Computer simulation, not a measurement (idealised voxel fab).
process module | voxel wiring stack
cross-section cut | 265 nm wide | cells 5 nm
A cross-section is a grid of square cells, given in bands from the top down. A band is one or more rows of cells.
Each band's line starts with the height of the band's top and of its bottom, in nm. Then come its materials from left to right, each with its width in nm. One material with "throughout" fills the band from edge to edge. "air" is empty space.
Height 0 is the level under which the wafer as received is all one material. The lowest band goes on downwards, as in "0 down".
A width such as "30 to 40" changes by the same amount from each row of cells to the next, from the band's top row to its bottom row.
"no change" after a step means that no cell of the cross-section changed.
closed voids: empty space of 8 cells or more with no open way to the top, each as width x height at its distance from the left edge, in nm
after a step's settings: what the simulator itself notes on the step
overlay nm, on a step with a mask: how far to the right of its planned place the mask lay; to the left if negative
plan
1 op RECEIVE | material Si
2 op CONFORMAL_DEP | material SiO2 | thk nm 10
3 op DIRECTIONAL_DEP | material TiN | thk nm 5
4 op DIRECTIONAL_DEP | material W | thk nm 25
5 op PATTERN | tone cover | mask id METAL_1 | material resist | width nm 30 | pitch nm 55 | thk nm 15 | overlay nm 0
6 op DIRECTIONAL_ETCH | etch materials W | depth nm 25
7 op DIRECTIONAL_ETCH | etch materials TiN | depth nm 5
8 op STRIP | etch materials resist
9 op FILL_DEP | material SiO2 | thk nm 10
10 op CMP | height nm 40
11 op CONFORMAL_DEP | material SiCN | thk nm 5
12 op DIRECTIONAL_DEP | material SiO2 | thk nm 30
13 op PATTERN | tone open | mask id METAL_2_HOLES | material resist | width nm 15 | pitch nm 55 | thk nm 20 | overlay nm 0
14 op DIRECTIONAL_ETCH | etch materials SiO2 | depth nm 30
15 op STRIP | etch materials resist
16 op DIRECTIONAL_DEP | material aC | thk nm 15
17 op PATTERN | tone open | mask id METAL_2 | material resist | width nm 30 | pitch nm 55 | thk nm 35 | overlay nm 0
18 op DIRECTIONAL_ETCH | etch materials aC | depth nm 15
19 op STRIP | etch materials resist
20 op DIRECTIONAL_ETCH | etch materials SiO2 | depth nm 20
21 op DIRECTIONAL_ETCH | etch materials SiCN | depth nm 5
22 op STRIP | etch materials aC
23 op CONFORMAL_DEP | material TiN | thk nm 5
24 op FILL_DEP | material Ru | thk nm 5
25 op CMP | height nm 75
26 op CONFORMAL_DEP | material SiCN | thk nm 5
27 op DIRECTIONAL_DEP | material lowk | thk nm 10
28 op MASKED_ETCH | tone open | mask id PLUG_2 | width nm 15 | pitch nm 110 | etch materials lowk | depth nm 10 | overlay nm 0
29 op MASKED_ETCH | tone open | mask id PLUG_2 | width nm 15 | pitch nm 110 | etch materials SiCN | depth nm 5 | overlay nm 0
30 op CONFORMAL_DEP | material TiN | thk nm 5
31 op FILL_DEP | material Cu | thk nm 10
32 op CMP | height nm 90
33 op DIRECTIONAL_DEP | material TiN | thk nm 5
34 op DIRECTIONAL_DEP | material Ru | thk nm 25
35 op MASKED_ETCH | tone cover | mask id METAL_3 | width nm 30 | pitch nm 55 | etch materials Ru | depth nm 25 | overlay nm 0
36 op MASKED_ETCH | tone cover | mask id METAL_3 | width nm 30 | pitch nm 55 | etch materials TiN | depth nm 5 | overlay nm 0
37 op CONFORMAL_DEP | material SiN | thk nm 5
38 op FILL_DEP | material lowk | thk nm 5
39 op CMP | height nm 120
40 op CONFORMAL_DEP | material SiN | thk nm 5
as received, after step 1
  0 down: Si throughout
  closed voids: none
first wafer at the end, as planned
  125 to 120: SiN throughout
  120 to 95: lowk 30 | SiN 5 | Ru 30 | SiN 5 | lowk 15 | SiN 5 | Ru 30 | SiN 5 | lowk 15 | SiN 5 | Ru 30 | SiN 5 | lowk 15 | SiN 5 | Ru 30 | SiN 5 | lowk 30
  95 to 90: SiN 35 | TiN 30 | SiN 25 | TiN 30 | SiN 25 | TiN 30 | SiN 25 | TiN 30 | SiN 35
  90 to 80: lowk 35 | TiN 5 | Cu 5 | TiN 5 | lowk 95 | TiN 5 | Cu 5 | TiN 5 | lowk 105
  80 to 75: SiCN 35 | TiN 15 | SiCN 95 | TiN 15 | SiCN 105
  75 to 60: SiO2 35 | TiN 5 | Ru 20 | TiN 5 | SiO2 25 | TiN 5 | Ru 20 | TiN 5 | SiO2 25 | TiN 5 | Ru 20 | TiN 5 | SiO2 25 | TiN 5 | Ru 20 | TiN 5 | SiO2 35
  60 to 55: SiO2 35 | TiN 5 | Ru 5 | TiN 20 | SiO2 25 | TiN 5 | Ru 5 | TiN 20 | SiO2 25 | TiN 5 | Ru 5 | TiN 20 | SiO2 25 | TiN 5 | Ru 5 | TiN 20 | SiO2 35
  55 to 45: SiO2 35 | TiN 5 | Ru 5 | TiN 5 | SiO2 40 | TiN 5 | Ru 5 | TiN 5 | SiO2 40 | TiN 5 | Ru 5 | TiN 5 | SiO2 40 | TiN 5 | Ru 5 | TiN 5 | SiO2 50
  45 to 40: SiCN 35 | TiN 15 | SiCN 40 | TiN 15 | SiCN 40 | TiN 15 | SiCN 40 | TiN 15 | SiCN 50
  40 to 15: SiO2 35 | W 30 | SiO2 25 | W 30 | SiO2 25 | W 30 | SiO2 25 | W 30 | SiO2 35
  15 to 10: SiO2 35 | TiN 30 | SiO2 25 | TiN 30 | SiO2 25 | TiN 30 | SiO2 25 | TiN 30 | SiO2 35
  10 to 0: SiO2 throughout
  0 down: Si throughout
  closed voids: none
second wafer at the end: like start, like plan, one mistake
  125 to 120: SiN throughout
  120 to 95: lowk 30 | SiN 5 | Ru 30 | SiN 5 | lowk 15 | SiN 5 | Ru 30 | SiN 5 | lowk 15 | SiN 5 | Ru 30 | SiN 5 | lowk 15 | SiN 5 | Ru 30 | SiN 5 | lowk 30
  95 to 90: SiN 35 | TiN 30 | SiN 25 | TiN 30 | SiN 25 | TiN 30 | SiN 25 | TiN 30 | SiN 35
  90 to 80: lowk 35 | TiN 5 | Cu 5 | TiN 5 | lowk 95 | TiN 5 | Cu 5 | TiN 5 | lowk 105
  80 to 75: SiCN 35 | TiN 15 | SiCN 95 | TiN 15 | SiCN 105
  75 to 60: SiO2 35 | TiN 5 | Ru 25 | TiN 5 | SiO2 20 | TiN 5 | Ru 25 | TiN 5 | SiO2 20 | TiN 5 | Ru 25 | TiN 5 | SiO2 20 | TiN 5 | Ru 25 | TiN 5 | SiO2 30
  60 to 55: SiO2 35 | TiN 5 | Ru 5 | TiN 25 | SiO2 20 | TiN 5 | Ru 5 | TiN 25 | SiO2 20 | TiN 5 | Ru 5 | TiN 25 | SiO2 20 | TiN 5 | Ru 5 | TiN 25 | SiO2 30
  55 to 45: SiO2 35 | TiN 5 | Ru 5 | TiN 5 | SiO2 40 | TiN 5 | Ru 5 | TiN 5 | SiO2 40 | TiN 5 | Ru 5 | TiN 5 | SiO2 40 | TiN 5 | Ru 5 | TiN 5 | SiO2 50
  45 to 40: SiCN 35 | TiN 15 | SiCN 40 | TiN 15 | SiCN 40 | TiN 15 | SiCN 40 | TiN 15 | SiCN 50
  40 to 15: SiO2 35 | W 30 | SiO2 25 | W 30 | SiO2 25 | W 30 | SiO2 25 | W 30 | SiO2 35
  15 to 10: SiO2 35 | TiN 30 | SiO2 25 | TiN 30 | SiO2 25 | TiN 30 | SiO2 25 | TiN 30 | SiO2 35
  10 to 0: SiO2 throughout
  0 down: Si throughout
  closed voids: none
what went wrong: step 17 ran as: op PATTERN | tone open | mask id METAL_2 | material resist | width nm 35 | pitch nm 55 | thk nm 35 | overlay nm 0
at the end the second wafer has, in cells: 12 more of Ru | 16 fewer of SiO2 | 4 more of TiN
